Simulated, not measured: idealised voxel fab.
Process module under the name voxel capacitor over wiring
The cross-section on display is named cut; it measures 155 nm wide, and its cells are 5 nm squares.
A cross-section is a grid of square cells, given in bands from the top down. A band is one or more rows of cells. It is stipulated that each band's entry specify, in nanometres, the height of the top of the band and then that of its bottom, followed by the materials of the band in left-to-right sequence, each together with its width in nanometres. A single material marked by the word "all across" is understood to fill the band from edge to edge; the word "blank" is understood to denote empty space. Heights from 0 (as-received wafer is one material below). Bottom band endless downward, as "0 down". Quick explanation for "30..40": the width changes in equal steps down the rows of cells, from the first number in the band's top row to the second number in its bottom row. Step marked "no alteration"? Then no cell in the cross-section changed in it. "Sealed voids" specifies each empty space that is not open to the top and that occupies no fewer than 8 cells, using the form width x height at distance, the distance measured from the left edge and all three quantities in nm. Note: text after step settings on the step line = simulator remark on that step. overlay nm: where the mask lay relative to plan, measured to the right, on steps with a mask; negatives go left.
# Process steps foreseen in the plan
step 1: RECEIVE | material Si
step 2: CONFORMAL_DEP | material SiO2 | thk nm 15
step 3: CONFORMAL_DEP | material SiCN | thk nm 5
step 4: DIRECTIONAL_DEP | material lowk | thk nm 25
step 5: DIRECTIONAL_DEP | material aC | thk nm 10
step 6: PATTERN | tone open | mask id METAL_1 | material resist | width nm 20 | pitch nm 85 | thk nm 30 | overlay nm 0
step 7: DIRECTIONAL_ETCH | etch materials aC | depth nm 10
step 8: STRIP | etch materials resist
step 9: DIRECTIONAL_ETCH | etch materials lowk | depth nm 25
step 10: DIRECTIONAL_ETCH | etch materials SiCN | depth nm 5
step 11: STRIP | etch materials aC
step 12: CONFORMAL_DEP | material TiN | thk nm 5
step 13: FILL_DEP | material Cu | thk nm 5
step 14: CMP | height nm 45
step 15: CONFORMAL_DEP | material SiCN | thk nm 5
step 16: DIRECTIONAL_DEP | material lowk | thk nm 15
step 17: DIRECTIONAL_DEP | material aC | thk nm 10
step 18: PATTERN | tone open | mask id PLUG_1 | material resist | width nm 15 | thk nm 25 | overlay nm 0
step 19: DIRECTIONAL_ETCH | etch materials aC | depth nm 10
step 20: STRIP | etch materials resist
step 21: DIRECTIONAL_ETCH | etch materials lowk | depth nm 15
step 22: DIRECTIONAL_ETCH | etch materials SiCN | depth nm 5
step 23: STRIP | etch materials aC
step 24: EPI | material Ru | thk nm 10
step 25: EPI | material Ru | thk nm 10
step 26: DIRECTIONAL_DEP | material TiN | thk nm 5
step 27: DIRECTIONAL_DEP | material HfO2 | thk nm 5
step 28: DIRECTIONAL_DEP | material TiN | thk nm 10
step 29: MASKED_ETCH | tone cover | mask id UPPER_PLATE | width nm 70 | etch materials TiN | depth nm 10 | overlay nm 0
step 30: MASKED_ETCH | tone cover | mask id UPPER_PLATE | width nm 70 | etch materials HfO2 | depth nm 5 | overlay nm 0
step 31: PATTERN | tone cover | mask id LOWER_PLATE | material resist | width nm 80 | thk nm 15 | overlay nm 0
step 32: DIRECTIONAL_ETCH | etch materials TiN | depth nm 5
step 33: STRIP | etch materials resist
step 34: FILL_DEP | material SiO2 | thk nm 15
step 35: CMP | height nm 95
step 36: DIRECTIONAL_DEP | material aC | thk nm 10
step 37: PATTERN | tone open | mask id PLUG_2 | material resist | width nm 15 | thk nm 30 | overlay nm 0
step 38: DIRECTIONAL_ETCH | etch materials aC | depth nm 10
step 39: STRIP | etch materials resist
step 40: DIRECTIONAL_ETCH | etch materials SiO2 | depth nm 10
step 41: STRIP | etch materials aC
step 42: CONFORMAL_DEP | material TiN | thk nm 5
step 43: FILL_DEP | material W | thk nm 10
step 44: CMP | height nm 95
step 45: CONFORMAL_DEP | material SiCN | thk nm 5
# Here's what the wafer looked like in cross-section when it arrived - that's after step 1
  0 down = Si all across
  Sealed voids: none
# Below is the wafer in cross-section after the module was completed. It began from the starting point shown above and followed the plan shown above, except that one mistake was made while running it
  100 to 95 = SiCN all across
  95 to 90 = SiO2 (40)  TiN (5)  W (5)  TiN (5)  SiO2 (100)
  90 to 85 = SiO2 (40)  TiN (15)  SiO2 (100)
  85 to 75 = SiO2 (30)  TiN (70)  SiO2 (55)
  75 to 70 = SiO2 (30)  HfO2 (70)  SiO2 (55)
  70 to 65 = SiO2 (25)  TiN (80)  SiO2 (50)
  65 to 50 = lowk (30)  Ru (15)  lowk (110)
  50 to 45 = SiCN (30)  Ru (15)  SiCN (110)
  45 to 40 = SiCN (25)  TiN (20)  SiCN (65)  TiN (20)  SiCN (25)
  40 to 15 = lowk all across
  15 to 0 = SiO2 all across
  0 down = Si all across
  Sealed voids: none
Which mistake was made when the wafer was run? transposition of steps 3 and 4 relative to the planned sequence
